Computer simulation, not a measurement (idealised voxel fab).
process module | voxel wiring stack
cross-section cut | 260 nm wide | cells 5 nm
A cross-section is a grid of square cells, given in bands from the top down. A band is one or more rows of cells.
Each band's line starts with the height of the band's top and of its bottom, in nm. Then come its materials from left to right, each with its width in nm. One material with "throughout" fills the band from edge to edge. "air" is empty space.
Height 0 is the level under which the wafer as received is all one material. The lowest band goes on downwards, as in "0 down".
A width such as "30 to 40" changes by the same amount from each row of cells to the next, from the band's top row to its bottom row.
"no change" after a step means that no cell of the cross-section changed.
closed voids: empty space of 8 cells or more with no open way to the top, each as width x height at its distance from the left edge, in nm
after a step's settings: what the simulator itself notes on the step
overlay nm, on a step with a mask: how far to the right of its planned place the mask lay; to the left if negative
plan
1 op RECEIVE | material Si
2 op CONFORMAL_DEP | material SiO2 | thk nm 10
3 op CONFORMAL_DEP | material SiCN | thk nm 5
4 op DIRECTIONAL_DEP | material SiO2 | thk nm 20
5 op PATTERN | tone open | mask id METAL_1 | material resist | width nm 25 | pitch nm 40 | thk nm 15 | overlay nm 0
6 op DIRECTIONAL_ETCH | etch materials SiO2 | depth nm 20
7 op DIRECTIONAL_ETCH | etch materials SiCN | depth nm 5
8 op STRIP | etch materials resist
9 op CONFORMAL_DEP | material TiN | thk nm 5
10 op FILL_DEP | material W | thk nm 10
11 op CMP | height nm 35
12 op CONFORMAL_DEP | material SiCN | thk nm 5
13 op DIRECTIONAL_DEP | material SiO2 | thk nm 25
14 op PATTERN | tone open | mask id METAL_2 | material resist | width nm 25 | pitch nm 40 | thk nm 20 | overlay nm 0
15 op DIRECTIONAL_ETCH | etch materials SiO2 | depth nm 15
16 op STRIP | etch materials resist
17 op PATTERN | tone open | mask id METAL_2_HOLES | material resist | width nm 15 | pitch nm 80 | thk nm 20 | overlay nm 0
18 op DIRECTIONAL_ETCH | etch materials SiO2 | depth nm 10
19 op DIRECTIONAL_ETCH | etch materials SiCN | depth nm 5
20 op STRIP | etch materials resist
21 op CONFORMAL_DEP | material TiN | thk nm 5
22 op FILL_DEP | material Cu | thk nm 10
23 op CMP | height nm 65
24 op CONFORMAL_DEP | material SiN | thk nm 5
as received, after step 1
  0 down: Si throughout
  closed voids: none
a wafer at the end: this start, this plan, one mistake
  85 to 80: SiN throughout
  80 to 70: Cu throughout
  70 to 65: TiN 60 | Cu 15 | TiN 25 | Cu 15 | TiN 25 | Cu 15 | TiN 25 | Cu 15 | TiN 65
  65 to 55: SiO2 55 | TiN 5 | Cu 15 | TiN 5 | SiO2 15 | TiN 5 | Cu 15 | TiN 5 | SiO2 15 | TiN 5 | Cu 15 | TiN 5 | SiO2 15 | TiN 5 | Cu 15 | TiN 5 | SiO2 60
  55 to 50: SiO2 55 | TiN 5 | Cu 5 | TiN 15 | SiO2 15 | TiN 25 | SiO2 15 | TiN 5 | Cu 5 | TiN 15 | SiO2 15 | TiN 25 | SiO2 60
  50 to 40: SiO2 55 | TiN 5 | Cu 5 | TiN 5 | SiO2 65 | TiN 5 | Cu 5 | TiN 5 | SiO2 110
  40 to 35: SiCN 55 | TiN 15 | SiCN 65 | TiN 15 | SiCN 110
  35 to 15: SiO2 55 | TiN 5 | W 15 | TiN 5 | SiO2 15 | TiN 5 | W 15 | TiN 5 | SiO2 15 | TiN 5 | W 15 | TiN 5 | SiO2 15 | TiN 5 | W 15 | TiN 5 | SiO2 60
  15 to 10: SiCN 55 | TiN 25 | SiCN 15 | TiN 25 | SiCN 15 | TiN 25 | SiCN 15 | TiN 25 | SiCN 60
  10 to 0: SiO2 throughout
  0 down: Si throughout
  closed voids: none
what went wrong: step 23 was left out
